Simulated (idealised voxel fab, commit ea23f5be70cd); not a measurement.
Title: Process Module voxel self aligned contacts
Pictured: cross-section cut, 205 nm wide, on a grid of 5 nm square cells.
Cross-section layout: square cells on a grid; listed as bands, top to bottom; a band spans one or more cell rows.
Quick guide to a band line: top height, bottom height (nm) up front; then every material left to right with its width in nm. Only one material and it's marked "all across"? Then it fills the band edge to edge. And "air" just means empty space.
Heights are measured from 0, the level below which the as-received wafer is all one material; the lowest band has no bottom and continues downward, written as in "0..down".
Note: "30..40" means the width goes from the first number (top row of the band) to the second number (bottom row) in equal steps per row of cells.
Reading "no alteration" for a step: not a cell of the cross-section changed in it.
For the entry "Unvented cavities", the listed items are empty spaces with no open way to the top whose size is 8 cells or more; each item follows the pattern width x height at distance, where distance is from the left edge and all three are in nm.
It should be noted that, on the line of a given step, the content following the step's settings is a remark produced by the simulator itself with respect to that step.
The setting "overlay nm" may be written on the line of a step. When the step uses a mask, the value reports how far to the right of the planned place the mask lay, and a negative value reports that it lay to the left.

So here's the lineup of process steps we planned:
1. RECEIVE with material Si
2. CONFORMAL_DEP with material SiO2, thk nm 5
3. DIRECTIONAL_DEP with material polySi, thk nm 20
4. DIRECTIONAL_DEP with material SiN, thk nm 20
5. MASKED_ETCH with tone cover, mask id GATE, width nm 25, pitch nm 50, etch materials SiN, depth nm 20, overlay nm 0
6. MASKED_ETCH with tone cover, mask id GATE, width nm 25, pitch nm 50, etch materials polySi, depth nm 20, overlay nm 0
7. CONFORMAL_DEP with material SiN, thk nm 5
8. DIRECTIONAL_ETCH with etch materials SiN, depth nm 5
9. FILL_DEP with material SiO2, thk nm 15
10. CMP with height nm 50
11. PATTERN with tone open, mask id CONTACT, material resist, width nm 35, pitch nm 50, thk nm 15, overlay nm 0
12. DIRECTIONAL_ETCH with etch materials SiO2, depth nm 50
13. STRIP with etch materials resist
14. CONFORMAL_DEP with material TiN, thk nm 5
15. FILL_DEP with material W, thk nm 10
16. CMP with height nm 50
17. CONFORMAL_DEP with material SiCN, thk nm 5

Cross-section of the wafer upon arrival, representing the state reached after step 1:
* 0..down: Si all across
* Unvented cavities: none

A wafer at the end: this start, this plan, one mistake:
* 55..50: SiCN all across
* 50..45: SiO2=60, TiN=15, W=5, TiN=15, SiO2=15, TiN=15, W=5, TiN=15, SiO2=60
* 45..25: SiO2=35, SiN=35, TiN=5, W=5, TiN=5, SiN=35, TiN=5, W=5, TiN=5, SiN=35, SiO2=35
* 25..15: SiO2=35, SiN=5, polySi=25, SiN=5, TiN=5, W=5, TiN=5, SiN=5, polySi=25, SiN=5, TiN=5, W=5, TiN=5, SiN=5, polySi=25, SiN=5, SiO2=35
* 15..10: SiO2=35, SiN=5, polySi=25, SiN=5, TiN=15, SiN=5, polySi=25, SiN=5, TiN=15, SiN=5, polySi=25, SiN=5, SiO2=35
* 10..5: SiN=40, polySi=25, SiN=25, polySi=25, SiN=25, polySi=25, SiN=40
* 5..0: SiO2 all across
* 0..down: Si all across
* Unvented cavities: none
Which mistake was made when the wafer was run? steps 7 and 8: order swapped relative to plan
